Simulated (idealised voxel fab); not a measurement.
Process module, titled voxel fin reveal
Section shown: cut. Width: 150 nm. Cell size: 5 nm, square.
Cross-section = grid of square cells, listed top down in bands; band = one or more rows.
Quick guide to a band line: top height, bottom height (nm) up front; then every material left to right with its width in nm. Only one material and it's marked "full width"? Then it fills the band edge to edge. And "blank" just means empty space.
The level at which height equals 0 is the one under which the wafer, as it arrives, is entirely one material. No lower edge exists for the bottom band, which continues downward and is notated as in "0..down".
Quick explanation for "30..40": the width changes in equal steps down the rows of cells, from the first number in the band's top row to the second number in its bottom row.
"nothing was modified" (step): cross-section cells unchanged, all of them.
Each empty space that has no open way to the top and spans at least 8 cells appears under "Closed void table" as width x height at distance, the distance counted from the left edge, all in nm.
Read whatever lies past the settings on a step's line as the simulator's own remark about the step.
"overlay nm" on a masked step: distance the mask lay right of its planned place, negative for left.
## Below is the list of planned process steps
1,RECEIVE (material Si)
2,CONFORMAL_DEP (material SiN; thk nm 10)
3,DIRECTIONAL_DEP (material aC; thk nm 15)
4,PATTERN (tone cover; mask id FINS; material resist; width nm 15; pitch nm 40; thk nm 30; overlay nm 0)
5,DIRECTIONAL_ETCH (etch materials aC; depth nm 15)
6,STRIP (etch materials resist)
7,DIRECTIONAL_ETCH (etch materials SiN; depth nm 10)
8,DIRECTIONAL_ETCH (etch materials Si; depth nm 40)
9,STRIP (etch materials aC)
10,OXIDIZE (depth nm 5)
11,FILL_DEP (material SiO2; thk nm 15)
12,CMP (height nm 10)
13,SELECTIVE_ETCH (etch materials SiO2; depth nm 35)
14,STRIP (etch materials SiN)
## The first of a set of two wafers, run to plan
## Cross-section of the wafer as it came to us, i.e., already through step 1
* 0..down = Si full width
* Closed void table: none
## State of the wafer after step 2, shown in cross-section
* 10..0 = SiN full width
* Below a height of 0, the structure has not been altered.
## State of the wafer after step 3, shown in cross-section
* 25..10 = aC full width
* Below a height of 10, the structure has not been altered.
## State of the wafer after step 4, shown in cross-section
* 55..25 = blank: 25 / resist: 15 / blank: 25 / resist: 15 / blank: 25 / resist: 15 / blank: 30
* Below a height of 25, the structure has not been altered.
## State of the wafer after step 5, shown in cross-section
* 40..25 = blank: 25 / resist: 15 / blank: 25 / resist: 15 / blank: 25 / resist: 15 / blank: 30
* 25..10 = blank: 25 / aC: 15 / blank: 25 / aC: 15 / blank: 25 / aC: 15 / blank: 30
* Below a height of 10, the structure has not been altered.
## State of the wafer after step 6, shown in cross-section
* 25..10 = blank: 25 / aC: 15 / blank: 25 / aC: 15 / blank: 25 / aC: 15 / blank: 30
* Below a height of 10, the structure has not been altered.
## State of the wafer after step 7, shown in cross-section
* 25..10 = blank: 25 / aC: 15 / blank: 25 / aC: 15 / blank: 25 / aC: 15 / blank: 30
* 10..0 = blank: 25 / SiN: 15 / blank: 25 / SiN: 15 / blank: 25 / SiN: 15 / blank: 30
* Below a height of 0, the structure has not been altered.
## State of the wafer after step 8, shown in cross-section
* 25..10 = blank: 25 / aC: 15 / blank: 25 / aC: 15 / blank: 25 / aC: 15 / blank: 30
* 10..0 = blank: 25 / SiN: 15 / blank: 25 / SiN: 15 / blank: 25 / SiN: 15 / blank: 30
* 0..-40 = blank: 25 / Si: 15 / blank: 25 / Si: 15 / blank: 25 / Si: 15 / blank: 30
* Below a height of -40, the structure has not been altered.
## State of the wafer after step 9, shown in cross-section
* 10..0 = blank: 25 / SiN: 15 / blank: 25 / SiN: 15 / blank: 25 / SiN: 15 / blank: 30
* Below a height of 0, the structure has not been altered.
## State of the wafer after step 10, shown in cross-section
* 10..0 = blank: 25 / SiN: 15 / blank: 25 / SiN: 15 / blank: 25 / SiN: 15 / blank: 30
* 0..-40 = blank: 25 / SiO2: 5 / Si: 5 / SiO2: 5 / blank: 25 / SiO2: 5 / Si: 5 / SiO2: 5 / blank: 25 / SiO2: 5 / Si: 5 / SiO2: 5 / blank: 30
* -40..-45 = SiO2: 30 / Si: 5 / SiO2: 35 / Si: 5 / SiO2: 35 / Si: 5 / SiO2: 35
* Below a height of -45, the structure has not been altered.
## State of the wafer after step 11, shown in cross-section
* 25..10 = SiO2 full width
* 10..0 = SiO2: 25 / SiN: 15 / SiO2: 25 / SiN: 15 / SiO2: 25 / SiN: 15 / SiO2: 30
* 0..-45 = SiO2: 30 / Si: 5 / SiO2: 35 / Si: 5 / SiO2: 35 / Si: 5 / SiO2: 35
* Below a height of -45, the structure has not been altered.
## State of the wafer after step 12, shown in cross-section
* 10..0 = SiO2: 25 / SiN: 15 / SiO2: 25 / SiN: 15 / SiO2: 25 / SiN: 15 / SiO2: 30
* Below a height of 0, the structure has not been altered.
## State of the wafer after step 13, shown in cross-section
* 10..0 = blank: 25 / SiN: 15 / blank: 25 / SiN: 15 / blank: 25 / SiN: 15 / blank: 30
* 0..-25 = blank: 30 / Si: 5 / blank: 35 / Si: 5 / blank: 35 / Si: 5 / blank: 35
* Below a height of -25, the structure has not been altered.
## State of the wafer after step 14, shown in cross-section
* 0..-25 = blank: 30 / Si: 5 / blank: 35 / Si: 5 / blank: 35 / Si: 5 / blank: 35
* Below a height of -25, the structure has not been altered.
## The Second Wafer: Common Origin and Plan, One Mistake in Execution, Identical to the First Through Step 13
## Look at the second wafer in cross-section at the time step 14 ought to have finished
* 10..0 = blank: 25 / SiN: 15 / blank: 25 / SiN: 15 / blank: 25 / SiN: 15 / blank: 30
* 0..-45 = blank: 30 / Si: 5 / blank: 35 / Si: 5 / blank: 35 / Si: 5 / blank: 35
* Below a height of -45, the structure has not been altered.
So what did we get wrong on this run? in deviation from the planned setting, step 14 was conducted as STRIP (etch materials SiO2)
FYI, end of process, the second wafer has more or fewer cells of some materials than the first: SiN: 18 more, SiO2: 108 fewer
